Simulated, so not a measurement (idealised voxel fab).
Process module in this document: voxel self aligned contacts
Section shown: cut. Width: 170 nm. Cell size: 5 nm, square.
Cross-sections here: square-cell grids, written as top-down lists of bands, a band being one or more rows of cells.
This entry defines a band. It first specifies the height of the band's top and the height of its bottom in nm, and then specifies the band's materials from left to right, stating each material with its width in nm. The word "everywhere" identifies a single material that fills the band from edge to edge, while the word "blank" identifies empty space.
For the purposes of this specification, 0 denotes the height below which the wafer in its as-received condition is composed wholly of one material, and the lowermost band, lacking a lower limit, extends downward without end, as expressed in "0 -> down".
The two numbers in a width such as "30..40" mark its ends across the band: the first belongs to the top row of cells, the second to the bottom row, and from each row to the next the width moves by the same amount.
Where a step carries "no alterations made", the cross-section came out of it unchanged, cell for cell.
Closed empty spaces (no open way to the top) of 8 cells or more are what "Closed cavity list" lists, each as width x height at distance from the left edge, nm for all three.
Formally, on a step line, whatever follows the settings is a remark that the simulator itself makes on the step.
overlay nm, on a step with a mask: how far to the right of its planned place the mask lay; to the left if negative

[The process steps that were planned are listed below]
1) RECEIVE | material Si
2) OXIDIZE | depth nm 5
3) DIRECTIONAL_DEP | material polySi | thk nm 30
4) DIRECTIONAL_DEP | material SiN | thk nm 20
5) DIRECTIONAL_DEP | material aC | thk nm 15
6) PATTERN | tone cover | mask id GATE | material resist | width nm 35 | pitch nm 60 | thk nm 35 | overlay nm 0
7) DIRECTIONAL_ETCH | etch materials aC | depth nm 15
8) STRIP | etch materials resist
9) DIRECTIONAL_ETCH | etch materials SiN | depth nm 20
10) DIRECTIONAL_ETCH | etch materials polySi | depth nm 30
11) STRIP | etch materials aC
12) CONFORMAL_DEP | material SiN | thk nm 5
13) DIRECTIONAL_ETCH | etch materials SiN | depth nm 5
14) FILL_DEP | material SiO2 | thk nm 10
15) CMP | height nm 55
16) MASKED_ETCH | tone open | mask id CONTACT | width nm 45 | etch materials SiO2 | depth nm 60 | overlay nm 0
17) CONFORMAL_DEP | material TiN | thk nm 5
18) FILL_DEP | material W | thk nm 10
19) CMP | height nm 55
20) CONFORMAL_DEP | material SiN | thk nm 5

[Cross-section: wafer on arrival = after step 1]
> 0 -> down: Si everywhere
> Closed cavity list: none

[a wafer at the end: this start, this plan, one mistake]
> 60 -> 55: SiN everywhere
> 55 -> 50: W everywhere
> 50 -> 30: W: 30, then SiN: 45, then W: 15, then SiN: 45, then W: 35
> 30 -> 0: W: 30, then SiN: 5, then polySi: 35, then SiN: 5, then W: 15, then SiN: 5, then polySi: 35, then SiN: 5, then W: 35
> 0 -> -5: SiO2 everywhere
> -5 -> down: Si everywhere
> Closed cavity list: none
It is concluded that the wafer was processed incorrectly with respect to the plan, in that step 14 did not happen as planned, as run it was FILL_DEP | material W | thk nm 10
